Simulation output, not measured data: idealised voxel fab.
process module | voxel released beams
cross-section cut | 205 nm wide | cells 5 nm
A cross-section is a grid of square cells, given in bands from the top down. A band is one or more rows of cells.
Each band's line starts with the height of the band's top and of its bottom, in nm. Then come its materials from left to right, each with its width in nm. One material with "throughout" fills the band from edge to edge. "air" is empty space.
Height 0 is the level under which the wafer as received is all one material. The lowest band goes on downwards, as in "0 down".
A width such as "30 to 40" changes by the same amount from each row of cells to the next, from the band's top row to its bottom row.
"no change" after a step means that no cell of the cross-section changed.
closed voids: empty space of 8 cells or more with no open way to the top, each as width x height at its distance from the left edge, in nm
after a step's settings: what the simulator itself notes on the step
overlay nm, on a step with a mask: how far to the right of its planned place the mask lay; to the left if negative
plan
1 op RECEIVE | material Si
2 op CONFORMAL_DEP | material Al2O3 | thk nm 10
3 op DIRECTIONAL_DEP | material SiO2 | thk nm 10
4 op DIRECTIONAL_DEP | material aC | thk nm 10
5 op PATTERN | tone open | mask id ANCHOR | material resist | width nm 35 | thk nm 25 | overlay nm 0
6 op DIRECTIONAL_ETCH | etch materials aC | depth nm 10
7 op STRIP | etch materials resist
8 op DIRECTIONAL_ETCH | etch materials SiO2 | depth nm 10
9 op STRIP | etch materials aC
10 op CONFORMAL_DEP | material polySi | thk nm 15
11 op MASKED_ETCH | tone cover | mask id BEAM | width nm 85 | etch materials polySi | depth nm 15 | overlay nm 0
12 op STRIP | etch materials SiO2
as received, after step 1
  0 down: Si throughout
  closed voids: none
first wafer at the end, as planned
  35 to 25: air 55 | polySi 20 | air 5 | polySi 60 | air 65
  25 to 20: air 55 | polySi 85 | air 65
  20 to 10: air 60 | polySi 35 | air 110
  10 to 0: Al2O3 throughout
  0 down: Si throughout
  closed voids: none
second wafer at the end: like start, like plan, one mistake
  50 to 35: air 55 | polySi 85 | air 65
  35 to 20: polySi throughout
  20 to 10: SiO2 60 | polySi 35 | SiO2 110
  10 to 0: Al2O3 throughout
  0 down: Si throughout
  closed voids: none
what went wrong: step 10 was run twice
at the end the second wafer has, in cells: 68 more of SiO2 | 125 more of polySi
